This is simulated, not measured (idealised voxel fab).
Process module, titled voxel gate over fins
We display cut, a cross-section 225 nm in width whose square cells are each 5 nm.
When this document writes out a cross-section, it uses a grid of square cells and lists it as bands, beginning at the top and moving down, with a band standing for one or more rows of cells. In this notation a band is specified by the heights of its top and bottom, in that order and in nm, after which its materials appear from left to right, each paired with its width in nm. The word "throughout" attached to a single material means that material fills the band from edge to edge; the word "air" stands for empty space. Ref level 0: as-received wafer is one material below here. Bottom band extends down with no lower bound ("top 0, no bottom"). Quick explanation for "30..40": the width changes in equal steps down the rows of cells, from the first number in the band's top row to the second number in its bottom row. A step reported as "stayed the same" is a step in which no cell of the cross-section changed. This entry, "Sealed internal cavities", enumerates those empty regions of no fewer than 8 cells that possess no open connection to the top. Each region is reported in the form width x height at distance, the distance being taken from the left edge, with all three quantities expressed in nm. That trailing text on a step's line, after the settings, is the simulator's own remark on the step. Among the settings permitted on a step's line is "overlay nm"; applied to a step with a mask, it specifies the extent to which the mask lay to the right of its planned position, whereas a negative figure signifies a position to the left.

[The steps planned for the process are as follows]
1 RECEIVE [material Si]
2 CONFORMAL_DEP [material SiN] [thk nm 10]
3 DIRECTIONAL_DEP [material aC] [thk nm 15]
4 PATTERN [tone cover] [mask id FINS] [material resist] [width nm 15] [pitch nm 35] [thk nm 30] [overlay nm 0]
5 DIRECTIONAL_ETCH [etch materials aC] [depth nm 15]
6 STRIP [etch materials resist]
7 DIRECTIONAL_ETCH [etch materials SiN] [depth nm 10]
8 DIRECTIONAL_ETCH [etch materials Si] [depth nm 40]
9 STRIP [etch materials aC]
10 OXIDIZE [depth nm 5]
11 FILL_DEP [material SiO2] [thk nm 10]
12 CMP [height nm 10]
13 SELECTIVE_ETCH [etch materials SiO2] [depth nm 20]
14 STRIP [etch materials SiN]
15 CONFORMAL_DEP [material HfO2] [thk nm 5]
16 CONFORMAL_DEP [material TiN] [thk nm 5]
17 CONFORMAL_DEP [material TiAl] [thk nm 5]
18 CONFORMAL_DEP [material TiN] [thk nm 5]
19 FILL_DEP [material W] [thk nm 10]
20 CMP [height nm 25]
21 CONFORMAL_DEP [material SiN] [thk nm 10]

[The first of a set of two wafers, run to plan]

[Cross-section of the incoming wafer, state after step 1]
top 0, no bottom: Si throughout
Sealed internal cavities: none

[Sectional view: wafer, after step 2]
top 10, bottom 0: SiN throughout
Lower than 0, everything is as it was.

[Sectional view: wafer, after step 3]
top 25, bottom 10: aC throughout
Lower than 10, everything is as it was.

[Sectional view: wafer, after step 4]
top 55, bottom 25: 50 of air, then 15 of resist, then 20 of air, then 15 of resist, then 20 of air, then 15 of resist, then 20 of air, then 15 of resist, then 55 of air
Lower than 25, everything is as it was.

[Sectional view: wafer, after step 5]
top 40, bottom 25: 50 of air, then 15 of resist, then 20 of air, then 15 of resist, then 20 of air, then 15 of resist, then 20 of air, then 15 of resist, then 55 of air
top 25, bottom 10: 50 of air, then 15 of aC, then 20 of air, then 15 of aC, then 20 of air, then 15 of aC, then 20 of air, then 15 of aC, then 55 of air
Lower than 10, everything is as it was.

[Sectional view: wafer, after step 6]
top 25, bottom 10: 50 of air, then 15 of aC, then 20 of air, then 15 of aC, then 20 of air, then 15 of aC, then 20 of air, then 15 of aC, then 55 of air
Lower than 10, everything is as it was.

[Sectional view: wafer, after step 7]
top 25, bottom 10: 50 of air, then 15 of aC, then 20 of air, then 15 of aC, then 20 of air, then 15 of aC, then 20 of air, then 15 of aC, then 55 of air
top 10, bottom 0: 50 of air, then 15 of SiN, then 20 of air, then 15 of SiN, then 20 of air, then 15 of SiN, then 20 of air, then 15 of SiN, then 55 of air
Lower than 0, everything is as it was.

[Sectional view: wafer, after step 8]
top 25, bottom 10: 50 of air, then 15 of aC, then 20 of air, then 15 of aC, then 20 of air, then 15 of aC, then 20 of air, then 15 of aC, then 55 of air
top 10, bottom 0: 50 of air, then 15 of SiN, then 20 of air, then 15 of SiN, then 20 of air, then 15 of SiN, then 20 of air, then 15 of SiN, then 55 of air
top 0, bottom -40: 50 of air, then 15 of Si, then 20 of air, then 15 of Si, then 20 of air, then 15 of Si, then 20 of air, then 15 of Si, then 55 of air
Lower than -40, everything is as it was.

[Sectional view: wafer, after step 9]
top 10, bottom 0: 50 of air, then 15 of SiN, then 20 of air, then 15 of SiN, then 20 of air, then 15 of SiN, then 20 of air, then 15 of SiN, then 55 of air
Lower than 0, everything is as it was.

[Sectional view: wafer, after step 10]
top 10, bottom 0: 50 of air, then 15 of SiN, then 20 of air, then 15 of SiN, then 20 of air, then 15 of SiN, then 20 of air, then 15 of SiN, then 55 of air
top 0, bottom -40: 50 of air, then 5 of SiO2, then 5 of Si, then 5 of SiO2, then 20 of air, then 5 of SiO2, then 5 of Si, then 5 of SiO2, then 20 of air, then 5 of SiO2, then 5 of Si, then 5 of SiO2, then 20 of air, then 5 of SiO2, then 5 of Si, then 5 of SiO2, then 55 of air
top -40, bottom -45: 55 of SiO2, then 5 of Si, then 30 of SiO2, then 5 of Si, then 30 of SiO2, then 5 of Si, then 30 of SiO2, then 5 of Si, then 60 of SiO2
Lower than -45, everything is as it was.

[Sectional view: wafer, after step 11]
top 20, bottom 10: SiO2 throughout
top 10, bottom 0: 50 of SiO2, then 15 of SiN, then 20 of SiO2, then 15 of SiN, then 20 of SiO2, then 15 of SiN, then 20 of SiO2, then 15 of SiN, then 55 of SiO2
top 0, bottom -45: 55 of SiO2, then 5 of Si, then 30 of SiO2, then 5 of Si, then 30 of SiO2, then 5 of Si, then 30 of SiO2, then 5 of Si, then 60 of SiO2
Lower than -45, everything is as it was.

[Sectional view: wafer, after step 12]
top 10, bottom 0: 50 of SiO2, then 15 of SiN, then 20 of SiO2, then 15 of SiN, then 20 of SiO2, then 15 of SiN, then 20 of SiO2, then 15 of SiN, then 55 of SiO2
Lower than 0, everything is as it was.

[Sectional view: wafer, after step 13]
top 10, bottom 0: 50 of air, then 15 of SiN, then 20 of air, then 15 of SiN, then 20 of air, then 15 of SiN, then 20 of air, then 15 of SiN, then 55 of air
top 0, bottom -10: 55 of air, then 5 of Si, then 30 of air, then 5 of Si, then 30 of air, then 5 of Si, then 30 of air, then 5 of Si, then 60 of air
Lower than -10, everything is as it was.

[Sectional view: wafer, after step 14]
top 0, bottom -10: 55 of air, then 5 of Si, then 30 of air, then 5 of Si, then 30 of air, then 5 of Si, then 30 of air, then 5 of Si, then 60 of air
Lower than -10, everything is as it was.

[Sectional view: wafer, after step 15]
top 5, bottom 0: 50 of air, then 15 of HfO2, then 20 of air, then 15 of HfO2, then 20 of air, then 15 of HfO2, then 20 of air, then 15 of HfO2, then 55 of air
top 0, bottom -5: 50 of air, then 5 of HfO2, then 5 of Si, then 5 of HfO2, then 20 of air, then 5 of HfO2, then 5 of Si, then 5 of HfO2, then 20 of air, then 5 of HfO2, then 5 of Si, then 5 of HfO2, then 20 of air, then 5 of HfO2, then 5 of Si, then 5 of HfO2, then 55 of air
top -5, bottom -10: 55 of HfO2, then 5 of Si, then 30 of HfO2, then 5 of Si, then 30 of HfO2, then 5 of Si, then 30 of HfO2, then 5 of Si, then 60 of HfO2
Lower than -10, everything is as it was.

[Sectional view: wafer, after step 16]
top 10, bottom 5: 45 of air, then 25 of TiN, then 10 of air, then 25 of TiN, then 10 of air, then 25 of TiN, then 10 of air, then 25 of TiN, then 50 of air
top 5, bottom 0: 45 of air, then 5 of TiN, then 15 of HfO2, then 5 of TiN, then 10 of air, then 5 of TiN, then 15 of HfO2, then 5 of TiN, then 10 of air, then 5 of TiN, then 15 of HfO2, then 5 of TiN, then 10 of air, then 5 of TiN, then 15 of HfO2, then 5 of TiN, then 50 of air
top 0, bottom -5: 50 of TiN, then 5 of HfO2, then 5 of Si, then 5 of HfO2, then 20 of TiN, then 5 of HfO2, then 5 of Si, then 5 of HfO2, then 20 of TiN, then 5 of HfO2, then 5 of Si, then 5 of HfO2, then 20 of TiN, then 5 of HfO2, then 5 of Si, then 5 of HfO2, then 55 of TiN
Lower than -5, everything is as it was.

[Sectional view: wafer, after step 17]
top 15, bottom 10: 40 of air, then 140 of TiAl, then 45 of air
top 10, bottom 5: 40 of air, then 5 of TiAl, then 25 of TiN, then 10 of TiAl, then 25 of TiN, then 10 of TiAl, then 25 of TiN, then 10 of TiAl, then 25 of TiN, then 5 of TiAl, then 45 of air
top 5, bottom 0: 45 of TiAl, then 5 of TiN, then 15 of HfO2, then 5 of TiN, then 10 of TiAl, then 5 of TiN, then 15 of HfO2, then 5 of TiN, then 10 of TiAl, then 5 of TiN, then 15 of HfO2, then 5 of TiN, then 10 of TiAl, then 5 of TiN, then 15 of HfO2, then 5 of TiN, then 50 of TiAl
Lower than 0, everything is as it was.

[Sectional view: wafer, after step 18]
top 20, bottom 15: 35 of air, then 150 of TiN, then 40 of air
top 15, bottom 10: 35 of air, then 5 of TiN, then 140 of TiAl, then 5 of TiN, then 40 of air
top 10, bottom 5: 40 of TiN, then 5 of TiAl, then 25 of TiN, then 10 of TiAl, then 25 of TiN, then 10 of TiAl, then 25 of TiN, then 10 of TiAl, then 25 of TiN, then 5 of TiAl, then 45 of TiN
Lower than 5, everything is as it was.

[Sectional view: wafer, after step 19]
top 30, bottom 20: W throughout
top 20, bottom 15: 35 of W, then 150 of TiN, then 40 of W
top 15, bottom 10: 35 of W, then 5 of TiN, then 140 of TiAl, then 5 of TiN, then 40 of W
Lower than 10, everything is as it was.

[Sectional view: wafer, after step 20]
top 25, bottom 20: W throughout
Lower than 20, everything is as it was.

[Sectional view: wafer, after step 21]
top 35, bottom 25: SiN throughout
Lower than 25, everything is as it was.

[The second wafer began exactly as the first did and followed the same plan, but one mistake was made while running it; through step 15 inclusive, the two wafers are identical]

[Cross-sectional representation of the second wafer at the time designated in the plan for the completion of step 16]
top 10, bottom 5: 45 of air, then 25 of TiAl, then 10 of air, then 25 of TiAl, then 10 of air, then 25 of TiAl, then 10 of air, then 25 of TiAl, then 50 of air
top 5, bottom 0: 45 of air, then 5 of TiAl, then 15 of HfO2, then 5 of TiAl, then 10 of air, then 5 of TiAl, then 15 of HfO2, then 5 of TiAl, then 10 of air, then 5 of TiAl, then 15 of HfO2, then 5 of TiAl, then 10 of air, then 5 of TiAl, then 15 of HfO2, then 5 of TiAl, then 50 of air
top 0, bottom -5: 50 of TiAl, then 5 of HfO2, then 5 of Si, then 5 of HfO2, then 20 of TiAl, then 5 of HfO2, then 5 of Si, then 5 of HfO2, then 20 of TiAl, then 5 of HfO2, then 5 of Si, then 5 of HfO2, then 20 of TiAl, then 5 of HfO2, then 5 of Si, then 5 of HfO2, then 55 of TiAl
Lower than -5, everything is as it was.

[Cross-sectional representation of the second wafer at the time designated in the plan for the completion of step 17]
top 15, bottom 10: 40 of air, then 140 of TiN, then 45 of air
top 10, bottom 5: 40 of air, then 5 of TiN, then 25 of TiAl, then 10 of TiN, then 25 of TiAl, then 10 of TiN, then 25 of TiAl, then 10 of TiN, then 25 of TiAl, then 5 of TiN, then 45 of air
top 5, bottom 0: 45 of TiN, then 5 of TiAl, then 15 of HfO2, then 5 of TiAl, then 10 of TiN, then 5 of TiAl, then 15 of HfO2, then 5 of TiAl, then 10 of TiN, then 5 of TiAl, then 15 of HfO2, then 5 of TiAl, then 10 of TiN, then 5 of TiAl, then 15 of HfO2, then 5 of TiAl, then 50 of TiN
Lower than 0, everything is as it was.

[Cross-sectional representation of the second wafer at the time designated in the plan for the completion of step 18]
top 20, bottom 10: 35 of air, then 150 of TiN, then 40 of air
top 10, bottom 5: 45 of TiN, then 25 of TiAl, then 10 of TiN, then 25 of TiAl, then 10 of TiN, then 25 of TiAl, then 10 of TiN, then 25 of TiAl, then 50 of TiN
Lower than 5, everything is as it was.

[Cross-sectional representation of the second wafer at the time designated in the plan for the completion of step 19]
top 30, bottom 20: W throughout
top 20, bottom 10: 35 of W, then 150 of TiN, then 40 of W
Lower than 10, everything is as it was.

[Cross-sectional representation of the second wafer at the time designated in the plan for the completion of step 20]
top 25, bottom 20: W throughout
Lower than 20, everything is as it was.

[Cross-sectional representation of the second wafer at the time designated in the plan for the completion of step 21]
top 35, bottom 25: SiN throughout
Lower than 25, everything is as it was.
Deviation noted in wafer processing: a sequencing error occurred in which plan steps 16 and 17 were transposed
At the end, each material covers as many cells on the second wafer as it does on the first, though the cells it covers are elsewhere.
